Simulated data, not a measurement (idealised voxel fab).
process module | voxel released beams
cross-section cut | 270 nm wide | cells 5 nm
A cross-section is a grid of square cells, given in bands from the top down. A band is one or more rows of cells.
Each band's line starts with the height of the band's top and of its bottom, in nm. Then come its materials from left to right, each with its width in nm. One material with "throughout" fills the band from edge to edge. "air" is empty space.
Height 0 is the level under which the wafer as received is all one material. The lowest band goes on downwards, as in "0 down".
A width such as "30 to 40" changes by the same amount from each row of cells to the next, from the band's top row to its bottom row.
"no change" after a step means that no cell of the cross-section changed.
closed voids: empty space of 8 cells or more with no open way to the top, each as width x height at its distance from the left edge, in nm
after a step's settings: what the simulator itself notes on the step
overlay nm, on a step with a mask: how far to the right of its planned place the mask lay; to the left if negative
plan
1 op RECEIVE | material Si
2 op CONFORMAL_DEP | material Al2O3 | thk nm 5
3 op DIRECTIONAL_DEP | material SiO2 | thk nm 15
4 op DIRECTIONAL_DEP | material aC | thk nm 10
5 op PATTERN | tone open | mask id ANCHOR | material resist | width nm 35 | thk nm 30 | overlay nm 0
6 op DIRECTIONAL_ETCH | etch materials aC | depth nm 10
7 op STRIP | etch materials resist
8 op DIRECTIONAL_ETCH | etch materials SiO2 | depth nm 15
9 op STRIP | etch materials aC
10 op CONFORMAL_DEP | material SiN | thk nm 10
11 op DIRECTIONAL_DEP | material aC | thk nm 10
12 op PATTERN | tone cover | mask id BEAM | material resist | width nm 105 | thk nm 25 | overlay nm 0
13 op DIRECTIONAL_ETCH | etch materials aC | depth nm 10
14 op STRIP | etch materials resist
15 op DIRECTIONAL_ETCH | etch materials SiN | depth nm 10
16 op STRIP | etch materials aC
17 op STRIP | etch materials SiO2
as received, after step 1
  0 down: Si throughout
  closed voids: none
first wafer at the end, as planned
  30 to 20: air 80 | SiN 15 | air 15 | SiN 75 | air 85
  20 to 15: air 85 | SiN 10 | air 15 | SiN 10 | air 150
  15 to 5: air 85 | SiN 35 | air 150
  5 to 0: Al2O3 throughout
  0 down: Si throughout
  closed voids: none
second wafer at the end: like start, like plan, one mistake
  30 to 20: air 80 | SiN 105 | air 85
  20 to 15: Al2O3 throughout
  15 to 0: SiO2 throughout
  0 down: Si throughout
  closed voids: none
what went wrong: steps 2 and 3 were swapped
at the end the second wafer has, in cells: 12 fewer of SiN | 162 more of SiO2
